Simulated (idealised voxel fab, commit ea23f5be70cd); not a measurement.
process module | voxel ribs on slabs
cross-section cut | 155 nm wide | cells 5 nm
A cross-section is a grid of square cells, given in bands from the top down. A band is one or more rows of cells.
Each band's line starts with the height of the band's top and of its bottom, in nm. Then come its materials from left to right, each with its width in nm. One material with "throughout" fills the band from edge to edge. "air" is empty space.
Height 0 is the level under which the wafer as received is all one material. The lowest band goes on downwards, as in "0 down".
A width such as "30 to 40" changes by the same amount from each row of cells to the next, from the band's top row to its bottom row.
"no change" after a step means that no cell of the cross-section changed.
closed voids: empty space of 8 cells or more with no open way to the top, each as width x height at its distance from the left edge, in nm
after a step's settings: what the simulator itself notes on the step
overlay nm, on a step with a mask: how far to the right of its planned place the mask lay; to the left if negative
plan
1 op RECEIVE | material Si
2 op DIRECTIONAL_DEP | material SiO2 | thk nm 20
3 op DIRECTIONAL_DEP | material SiN | thk nm 20
4 op DIRECTIONAL_DEP | material aC | thk nm 10
5 op PATTERN | tone cover | mask id RIB | material resist | width nm 15 | thk nm 25 | overlay nm 0
6 op DIRECTIONAL_ETCH | etch materials aC | depth nm 10
7 op STRIP | etch materials resist
8 op DIRECTIONAL_ETCH | etch materials SiN | depth nm 5
9 op STRIP | etch materials aC
10 op MASKED_ETCH | tone cover | mask id SLAB | width nm 65 | etch materials SiN | depth nm 15 | overlay nm 0
11 op FILL_DEP | material SiO2 | thk nm 25
12 op CMP | height nm 60
13 op DIRECTIONAL_DEP | material TiN | thk nm 5
14 op DIRECTIONAL_DEP | material aC | thk nm 15
15 op PATTERN | tone cover | mask id HEATER | material resist | width nm 25 | thk nm 35 | overlay nm 0
16 op DIRECTIONAL_ETCH | etch materials aC | depth nm 15
17 op STRIP | etch materials resist
18 op DIRECTIONAL_ETCH | etch materials TiN | depth nm 5
19 op STRIP | etch materials aC
20 op CONFORMAL_DEP | material SiN | thk nm 5
first wafer, as planned
as received, after step 1
  0 down: Si throughout
  closed voids: none
after step 2
  20 to 0: SiO2 throughout
  below 0: unchanged
after step 3
  40 to 20: SiN throughout
  below 20: unchanged
after step 4
  50 to 40: aC throughout
  below 40: unchanged
after step 5
  75 to 50: air 70 | resist 15 | air 70
  below 50: unchanged
after step 6
  65 to 50: air 70 | resist 15 | air 70
  50 to 40: air 70 | aC 15 | air 70
  below 40: unchanged
after step 7
  50 to 40: air 70 | aC 15 | air 70
  below 40: unchanged
after step 8
  50 to 40: air 70 | aC 15 | air 70
  40 to 35: air 70 | SiN 15 | air 70
  below 35: unchanged
after step 9
  40 to 35: air 70 | SiN 15 | air 70
  below 35: unchanged
after step 10
  40 to 35: air 70 | SiN 15 | air 70
  35 to 20: air 45 | SiN 65 | air 45
  below 20: unchanged
after step 11
  65 to 40: SiO2 throughout
  40 to 35: SiO2 70 | SiN 15 | SiO2 70
  35 to 20: SiO2 45 | SiN 65 | SiO2 45
  below 20: unchanged
after step 12
  60 to 40: SiO2 throughout
  below 40: unchanged
after step 13
  65 to 60: TiN throughout
  below 60: unchanged
after step 14
  80 to 65: aC throughout
  below 65: unchanged
after step 15
  115 to 80: air 65 | resist 25 | air 65
  below 80: unchanged
after step 16
  100 to 80: air 65 | resist 25 | air 65
  80 to 65: air 65 | aC 25 | air 65
  below 65: unchanged
after step 17
  80 to 65: air 65 | aC 25 | air 65
  below 65: unchanged
after step 18
  80 to 65: air 65 | aC 25 | air 65
  65 to 60: air 65 | TiN 25 | air 65
  below 60: unchanged
after step 19
  65 to 60: air 65 | TiN 25 | air 65
  below 60: unchanged
after step 20
  70 to 65: air 60 | SiN 35 | air 60
  65 to 60: SiN 65 | TiN 25 | SiN 65
  below 60: unchanged
second wafer: like start, like plan, one mistake. Through step 19 it matches the first wafer
when step 20 should have ended: no change
what went wrong: step 20 was left out
at the end the second wafer has, in cells: 33 fewer of SiN
